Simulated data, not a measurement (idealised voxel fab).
Documented hereafter: the process module known as voxel double patterning.
The width of the displayed cross-section, cut, is 200 nm; its cells are square, with a size of 5 nm.
A cross-section in this document is a grid of square cells, and it is written down as bands, the top band listed before the ones below it; a band is made up of one or more rows of cells. For a band, the entry starts with two heights in nm, that of the top and then that of the bottom, and carries on with the band's materials in order from left to right, each alongside its width in nm; the word "all across" beside a single material means it fills the band edge to edge, and "blank" means empty space. Height datum 0, below which the as-received substrate wafer is one material. Lowest band open at the bottom, running downward: "top 0, no bottom". Width: "30 to 40" (first number = top row, second number = bottom row, same change from row to row of cells). "nothing different" (step): cross-section cells unchanged, all of them. Entry "Fully enclosed voids" = empty spaces >= 8 cells with no open way to the top; each as width x height at distance, distance from left edge, all nm. Where a step's line continues beyond its settings, the continuation is a remark by the simulator itself on that step. overlay nm: step with mask; distance mask lay right of planned place; negative value = left of planned place.

### Intended process steps
1 RECEIVE (material Si)
2 CONFORMAL_DEP (material SiO2; thk nm 10)
3 DIRECTIONAL_DEP (material W; thk nm 20)
4 DIRECTIONAL_DEP (material SiN; thk nm 5)
5 PATTERN (tone open; mask id FIRST; material resist; width nm 15; pitch nm 50; thk nm 20; overlay nm 0)
6 DIRECTIONAL_ETCH (etch materials SiN; depth nm 5)
7 STRIP (etch materials resist)
8 PATTERN (tone open; mask id SECOND; material resist; width nm 15; pitch nm 50; thk nm 15; overlay nm -15)
9 DIRECTIONAL_ETCH (etch materials SiN; depth nm 5)
10 STRIP (etch materials resist)
11 DIRECTIONAL_ETCH (etch materials W; depth nm 20)
12 STRIP (etch materials SiN)
The wafers in this document start out alike and differ in the overlay nm applied at step 8; the plan shows the value used for the first wafer.

### So this is the first of several wafers, cross-sectioned as it came to us, meaning it's at the end of step 1
* top 0, no bottom | Si all across
* Fully enclosed voids: none

### Wafer rows, end of module: cells per material gained (+) or lost (-) since receipt; closed voids last
overlay nm -15 | +80 SiO2 | +108 W | Fully enclosed voids: none
overlay nm -10 | +80 SiO2 | +100 W | Fully enclosed voids: none
overlay nm -5 | +80 SiO2 | +100 W | Fully enclosed voids: none
overlay nm 0 | +80 SiO2 | +100 W | Fully enclosed voids: none
overlay nm 5 | +80 SiO2 | +100 W | Fully enclosed voids: none
overlay nm 10 | +80 SiO2 | +100 W | Fully enclosed voids: none
overlay nm 15 | +80 SiO2 | +108 W | Fully enclosed voids: none
